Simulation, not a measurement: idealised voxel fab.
The following is a process module called voxel released beams.
It is cross-section cut that appears here, measuring 295 nm in width, its square cells being 5 nm in size.
If you're reading a cross-section in this doc, picture square cells in a grid; it comes to you as bands, top ones listed first down to the bottom, and a band can be one or more rows of cells. Band: top and bottom heights (nm) first, top before bottom; then materials from left to right, widths in nm. "throughout" marks a sole material filling the band edge to edge. "blank" denotes empty space. Ref level 0: as-received wafer is one material below here. Bottom band extends down with no lower bound ("0 and below"). With a width like "30 to 40", each row of cells in the band differs from the next by the same amount, the top row carrying the first number and the bottom row the second. You'll sometimes find "changes: none" written for a step, and that's the way of saying that nowhere in the cross-section did a cell change during that step. Closed-off voids of 8+ cells (no open route to the top) go in "Sealed cavities", written width x height at distance from the left edge, in nm. That trailing text on a step's line, after the settings, is the simulator's own remark on the step. Steps that use a mask can have "overlay nm" on their line. It says how far the mask sat to the right of where it was meant to be. Negative means to the left.

Process steps foreseen in the plan:
1 RECEIVE (material Si)
2 CONFORMAL_DEP (material Al2O3; thk nm 5)
3 DIRECTIONAL_DEP (material SiO2; thk nm 20)
4 MASKED_ETCH (tone open; mask id ANCHOR; width nm 35; etch materials SiO2; depth nm 20; overlay nm 0)
5 CONFORMAL_DEP (material SiN; thk nm 10)
6 DIRECTIONAL_DEP (material aC; thk nm 15)
7 PATTERN (tone cover; mask id BEAM; material resist; width nm 110; thk nm 30; overlay nm 0)
8 DIRECTIONAL_ETCH (etch materials aC; depth nm 15)
9 STRIP (etch materials resist)
10 DIRECTIONAL_ETCH (etch materials SiN; depth nm 10)
11 STRIP (etch materials aC)
12 STRIP (etch materials SiO2)

Cross-section of the incoming wafer, state after step 1:
- 0 and below = Si throughout
- Sealed cavities: none

Cross-sectional view of the first of the two wafers upon completion of the module, processed in accordance with the plan:
- 35 down to 25 = 90 of blank, then 15 of SiN, then 15 of blank, then 80 of SiN, then 95 of blank
- 25 down to 15 = 95 of blank, then 10 of SiN, then 15 of blank, then 10 of SiN, then 165 of blank
- 15 down to 5 = 95 of blank, then 35 of SiN, then 165 of blank
- 5 down to 0 = Al2O3 throughout
- 0 and below = Si throughout
- Sealed cavities: none

Presented here is a cross-section of the second of the two wafers as it stood at the end of the module. It was started in the same manner and assigned the same plan as the first wafer; however, one mistake was made in its execution:
- 35 down to 25 = 80 of blank, then 25 of SiN, then 15 of blank, then 70 of SiN, then 105 of blank
- 25 down to 15 = 95 of blank, then 10 of SiN, then 15 of blank, then 10 of SiN, then 165 of blank
- 15 down to 5 = 95 of blank, then 35 of SiN, then 165 of blank
- 5 down to 0 = Al2O3 throughout
- 0 and below = Si throughout
- Sealed cavities: none
Deviation noted in wafer processing: step 7 off recipe, ran as PATTERN (tone cover; mask id BEAM; material resist; width nm 110; thk nm 30; overlay nm -10)
Upon completion, the cell count for each material on the second wafer equals that on the first, whereas the spatial distribution of those cells differs.
